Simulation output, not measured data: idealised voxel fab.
Title: Process Module voxel trench capacitor
Cross-sectional view cut (width: 230 nm; square cell size: 5 nm).
Cross-section, as written here: a square-cell grid given band by band from the top down, where a band holds one or more rows of cells. Each band's line starts with the height of the band's top and of its bottom, in nm. Then come its materials from left to right, each with its width in nm. One material with "edge to edge" fills the band from edge to edge. "air" is empty space. Height datum 0, below which the as-received substrate wafer is one material. Lowest band open at the bottom, running downward: "0 down". A width given as "30..40" starts at the first number in the band's top row and ends at the second number in its bottom row, shifting by an equal amount at every step from row to row. No cell of the cross-section changed in a step that is given as "everything unchanged". What "Completely enclosed voids" gives you is every empty space of 8 cells or more that is cut off from the top. Each appears as width x height at distance, with the distance taken from the left edge and width, height and distance all in nm. Step line, after settings: the simulator's comment on this step. "overlay nm", when on a step's line for a step with a mask, measures how far to the right of its planned place the mask lay; a negative measure means to the left.

-- Steps in the process plan
1: op RECEIVE | material Si
2: op CONFORMAL_DEP | material SiN | thk nm 5
3: op DIRECTIONAL_DEP | material aC | thk nm 15
4: op PATTERN | tone open | mask id TRENCH | material resist | width nm 20 | pitch nm 40 | thk nm 30 | overlay nm 0
5: op DIRECTIONAL_ETCH | etch materials aC | depth nm 15
6: op STRIP | etch materials resist
7: op DIRECTIONAL_ETCH | etch materials SiN | depth nm 5
8: op DIRECTIONAL_ETCH | etch materials Si | depth nm 25
9: op STRIP | etch materials aC
10: op CONFORMAL_DEP | material SiO2 | thk nm 5
11: op FILL_DEP | material polySi | thk nm 10
12: op CMP | height nm 5

-- As received (post step 1): cross-section
> 0 down = Si edge to edge
> Completely enclosed voids: none

-- End-of-module XS, first of two wafers, run as planned
> 5 to 0 = 85 nm SiN  5 nm SiO2  10 nm polySi  5 nm SiO2  20 nm SiN  5 nm SiO2  10 nm polySi  5 nm SiO2  85 nm SiN
> 0 to -20 = 85 nm Si  5 nm SiO2  10 nm polySi  5 nm SiO2  20 nm Si  5 nm SiO2  10 nm polySi  5 nm SiO2  85 nm Si
> -20 to -25 = 85 nm Si  20 nm SiO2  20 nm Si  20 nm SiO2  85 nm Si
> -25 down = Si edge to edge
> Completely enclosed voids: none

-- Same start, same plan as the first wafer - but one mistake in the run. Cross-section of the second of the two at the end of the module
> 5 to 0 = 90 nm SiN  5 nm SiO2  5 nm polySi  5 nm SiO2  25 nm SiN  5 nm SiO2  5 nm polySi  5 nm SiO2  85 nm SiN
> 0 to -20 = 90 nm Si  5 nm SiO2  5 nm polySi  5 nm SiO2  25 nm Si  5 nm SiO2  5 nm polySi  5 nm SiO2  85 nm Si
> -20 to -25 = 90 nm Si  15 nm SiO2  25 nm Si  15 nm SiO2  85 nm Si
> -25 down = Si edge to edge
> Completely enclosed voids: none
Run error: step 4 ran as: op PATTERN | tone open | mask id TRENCH | material resist | width nm 15 | pitch nm 40 | thk nm 30 | overlay nm 0
Counted in cells at the end, the second wafer holds more or fewer of these materials than the first: +10 Si, +2 SiN, -2 SiO2, -10 polySi
